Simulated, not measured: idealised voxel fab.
Proc. module: voxel air gaps
We display cut, a cross-section 235 nm in width whose square cells are each 5 nm.
Format of a cross-section: grid, square cells. Given as bands. Order: top down. Band: one or more rows of cells. First you get the band's top height and its bottom height, in nm, and then the materials it's made of, left to right, with each width in nm. If you see a single material with "everywhere", that one covers the band edge to edge. "blank" is empty space. Heads up on the height convention: 0 is the point under which the incoming wafer is all one material, and the lowest band has no bottom, it just keeps going down, like "0 down". Top row gets the first number, bottom row gets the second, and each row in between changes by the same step: that is how a band width like "30..40" works. Basically "remained the same" means that step didn't change any cell in the cross-section. Reported under the label "Tabulated closed voids" are the empty spaces having no open way to the top and comprising 8 cells or more; the notation for each is width x height at distance, in which the distance is measured from the left edge and all three values are in nm. Post-settings text on a step line: simulator's own remark regarding the step. Among the settings permitted on a step's line is "overlay nm"; applied to a step with a mask, it specifies the extent to which the mask lay to the right of its planned position, whereas a negative figure signifies a position to the left.

Planned process steps:
step 1: RECEIVE (material Si)
step 2: CONFORMAL_DEP (material SiO2; thk nm 15)
step 3: CONFORMAL_DEP (material SiN; thk nm 5)
step 4: DIRECTIONAL_DEP (material lowk; thk nm 35)
step 5: DIRECTIONAL_DEP (material aC; thk nm 15)
step 6: PATTERN (tone open; mask id LINES; material resist; width nm 25; pitch nm 50; thk nm 30; overlay nm 0)
step 7: DIRECTIONAL_ETCH (etch materials aC; depth nm 15)
step 8: STRIP (etch materials resist)
step 9: DIRECTIONAL_ETCH (etch materials lowk; depth nm 35)
step 10: STRIP (etch materials aC)
step 11: CONFORMAL_DEP (material TiN; thk nm 5)
step 12: FILL_DEP (material Cu; thk nm 10)
step 13: CMP (height nm 55)
step 14: EPI (material Ru; thk nm 10)
step 15: SELECTIVE_ETCH (etch materials lowk; depth nm 45)
step 16: CONFORMAL_DEP (material SiCN; thk nm 5)

Received-state cross-section, reflecting completion of step 1:
- 0 down = Si everywhere
- Tabulated closed voids: none

Same starting wafer, same plan as above, one mistake in the execution; this is the cross-section at the end of the module:
- 70 to 65 = 45 blank  45 SiCN  5 blank  45 SiCN  5 blank  45 SiCN  45 blank
- 65 to 55 = 45 blank  5 SiCN  35 Ru  5 SiCN  5 blank  5 SiCN  35 Ru  5 SiCN  5 blank  5 SiCN  35 Ru  5 SiCN  45 blank
- 55 to 50 = 45 blank  10 SiCN  5 SiO2  15 Cu  5 SiO2  10 SiCN  5 blank  10 SiCN  5 SiO2  15 Cu  5 SiO2  10 SiCN  5 blank  10 SiCN  5 SiO2  15 Cu  5 SiO2  10 SiCN  45 blank
- 50 to 25 = 50 blank  5 SiCN  5 SiO2  15 Cu  5 SiO2  5 SiCN  15 blank  5 SiCN  5 SiO2  15 Cu  5 SiO2  5 SiCN  15 blank  5 SiCN  5 SiO2  15 Cu  5 SiO2  5 SiCN  50 blank
- 25 to 20 = 55 SiCN  25 SiO2  25 SiCN  25 SiO2  25 SiCN  25 SiO2  55 SiCN
- 20 to 15 = SiN everywhere
- 15 to 0 = SiO2 everywhere
- 0 down = Si everywhere
- Tabulated closed voids: none
Deviation noted in wafer processing: in deviation from the planned setting, step 11 was conducted as CONFORMAL_DEP (material SiO2; thk nm 5)
